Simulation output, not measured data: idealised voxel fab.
The process module that follows is named voxel capacitor over wiring.
Square cell edge 5 nm, section width 290 nm, ID cut.
Notation: cross-section as square-cell grid; stated in bands, top first, going down; one or more cell rows per band. Read a band's entry like this: the first values are the height of its top and the height of its bottom in nm, and what follows is the sequence of materials from left to right, each with its width in nm. Note that "empty" is empty space, and that a single material marked "everywhere" reaches across the band from edge to edge. Measure heights from 0. That's the level where, below it, the as-received wafer is all one material. The lowest band is bottomless and extends downward; write it as in "0..down". Width: "30..40" (first number = top row, second number = bottom row, same change from row to row of cells). What does "same as before" mean for a step? It means no cell of the cross-section changed in that step. In "Sealed internal cavities" the enclosed voids are listed, meaning empty spaces of 8 cells or larger without any opening to the top. The form is width x height at distance, distance from the left edge, units nm. Post-settings text on a step line: simulator's own remark regarding the step. overlay nm: step with mask; distance mask lay right of planned place; negative value = left of planned place.
So here's the lineup of process steps we planned
1: RECEIVE | material Si
2: CONFORMAL_DEP | material SiO2 | thk nm 10
3: DIRECTIONAL_DEP | material TiN | thk nm 5
4: DIRECTIONAL_DEP | material W | thk nm 25
5: MASKED_ETCH | tone cover | mask id METAL_1 | width nm 20 | pitch nm 90 | etch materials W | depth nm 25 | overlay nm 0
6: MASKED_ETCH | tone cover | mask id METAL_1 | width nm 20 | pitch nm 90 | etch materials TiN | depth nm 5 | overlay nm 0
7: FILL_DEP | material SiO2 | thk nm 10
8: CMP | height nm 40
9: CONFORMAL_DEP | material SiCN | thk nm 5
10: DIRECTIONAL_DEP | material SiO2 | thk nm 20
11: MASKED_ETCH | tone open | mask id PLUG_1 | width nm 15 | etch materials SiO2 | depth nm 20 | overlay nm 0
12: MASKED_ETCH | tone open | mask id PLUG_1 | width nm 15 | etch materials SiCN | depth nm 5 | overlay nm 0
13: EPI | material Ru | thk nm 10
14: EPI | material Ru | thk nm 10
15: EPI | material Ru | thk nm 5
16: DIRECTIONAL_DEP | material TiN | thk nm 10
17: DIRECTIONAL_DEP | material HfO2 | thk nm 5
18: DIRECTIONAL_DEP | material TiN | thk nm 5
19: MASKED_ETCH | tone cover | mask id UPPER_PLATE | width nm 75 | etch materials TiN | depth nm 5 | overlay nm 0
20: MASKED_ETCH | tone cover | mask id UPPER_PLATE | width nm 75 | etch materials HfO2 | depth nm 5 | overlay nm 0
21: DIRECTIONAL_DEP | material aC | thk nm 15
22: PATTERN | tone cover | mask id LOWER_PLATE | material resist | width nm 85 | thk nm 30 | overlay nm 0
23: DIRECTIONAL_ETCH | etch materials aC | depth nm 15
24: STRIP | etch materials resist
25: DIRECTIONAL_ETCH | etch materials TiN | depth nm 10
26: STRIP | etch materials aC
27: FILL_DEP | material SiO2 | thk nm 15
28: CMP | height nm 95
29: DIRECTIONAL_DEP | material aC | thk nm 15
30: PATTERN | tone open | mask id PLUG_2 | material resist | width nm 15 | thk nm 30 | overlay nm 0
31: DIRECTIONAL_ETCH | etch materials aC | depth nm 15
32: STRIP | etch materials resist
33: DIRECTIONAL_ETCH | etch materials SiO2 | depth nm 10
34: STRIP | etch materials aC
35: CONFORMAL_DEP | material TiN | thk nm 5
36: FILL_DEP | material W | thk nm 5
37: CMP | height nm 95
38: CONFORMAL_DEP | material SiCN | thk nm 5
As received (post step 1): cross-section
> 0..down | Si everywhere
> Sealed internal cavities: none
One mistake in running the module, otherwise start and plan as above: cross-section at the end
> 100..95 | SiCN everywhere
> 95..90 | SiO2: 105, TiN: 5, W: 5, TiN: 5, SiO2: 170
> 90..80 | SiO2: 105..95, TiN: 15..75, SiO2: 170..120
> 80..75 | SiO2: 95, HfO2: 75, SiO2: 120
> 75..65 | SiO2: 90, TiN: 85, SiO2: 115
> 65..45 | SiO2: 95, Ru: 15, SiO2: 180
> 45..40 | SiCN: 95, Ru: 15, SiCN: 180
> 40..15 | SiO2: 90, W: 20, SiO2: 70, W: 20, SiO2: 90
> 15..10 | SiO2: 90, TiN: 20, SiO2: 70, TiN: 20, SiO2: 90
> 10..0 | aC everywhere
> 0..down | Si everywhere
> Sealed internal cavities: none
Misprocessing identified: step 2 was processed under conditions differing from the plan, specifically as CONFORMAL_DEP | material aC | thk nm 10
